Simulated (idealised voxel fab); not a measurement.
Name of the process module below: voxel tone inversion
Shown is cross-section cut, with a width of 200 nm and square cells of size 5 nm.
In this document a cross-section is written as a grid of square cells. It is given as a series of bands, listed from the top down, and a band is one or more rows of cells. Band entry format. Leading values: height of top, height of bottom, nm. Remainder: materials in left-to-right order, each with its width in nm. Special words: "edge to edge" on a single material, which then fills the band edge to edge; "air", empty space. Height reference: 0 = level under which incoming wafer is all one material. Lowest band: no bottom, runs on downward, e.g. "0 down". Per-row width for "30->40": begins at first number (top row of band), ends at second number (bottom row), increment between rows held constant. A step reported as "all unchanged" is a step in which no cell of the cross-section changed. Empty spaces without an open route to the top, at least 8 cells in extent, make up the entry "Sealed internal voids"; each is given as width x height at distance, where the distance is measured from the left edge, and all are in nm. Post-settings text on a step line: simulator's own remark regarding the step. The optional step-line setting "overlay nm" applies to steps with a mask and quantifies how far to the right of its planned location the mask lay, a negative value indicating leftward placement.

### Set out below are the planned steps of the process
- 1: RECEIVE,material Si
- 2: CONFORMAL_DEP,material SiCN,thk nm 10
- 3: DIRECTIONAL_DEP,material polySi,thk nm 15
- 4: PATTERN,tone cover,mask id POSTS,material resist,width nm 25,pitch nm 55,thk nm 25,overlay nm -15
- 5: DIRECTIONAL_ETCH,etch materials polySi,depth nm 15
- 6: STRIP,etch materials resist
- 7: FILL_DEP,material lowk,thk nm 5
- 8: CMP,height nm 25
- 9: STRIP,etch materials polySi
- 10: CONFORMAL_DEP,material TiN,thk nm 5
- 11: FILL_DEP,material Ru,thk nm 10
- 12: CMP,height nm 25
- 13: CONFORMAL_DEP,material SiN,thk nm 5
Every wafer here starts from the same state; it is the step 4 overlay nm that distinguishes them, and the value the plan gives belongs to the first wafer.

### The as-received cross-section of the first of several wafers corresponds to the state after step 1
	0 down = Si edge to edge
	Sealed internal voids: none

### So in this table every wafer gets its own row, and what you see is where it stands at the end of the module: for each material, how many cells it picked up (+) or gave up (-) since we received it, and after that its closed voids
overlay nm -15 | +18 Ru | +80 SiCN | +40 SiN | +27 TiN | +75 lowk | Sealed internal voids: none
overlay nm -10 | +18 Ru | +80 SiCN | +40 SiN | +27 TiN | +75 lowk | Sealed internal voids: none
overlay nm -5 | +18 Ru | +80 SiCN | +40 SiN | +27 TiN | +75 lowk | Sealed internal voids: none
overlay nm 0 | +18 Ru | +80 SiCN | +40 SiN | +27 TiN | +75 lowk | Sealed internal voids: none
overlay nm 5 | +18 Ru | +80 SiCN | +40 SiN | +27 TiN | +75 lowk | Sealed internal voids: none
overlay nm 10 | +18 Ru | +80 SiCN | +40 SiN | +27 TiN | +75 lowk | Sealed internal voids: none
overlay nm 15 | +18 Ru | +80 SiCN | +40 SiN | +27 TiN | +75 lowk | Sealed internal voids: none
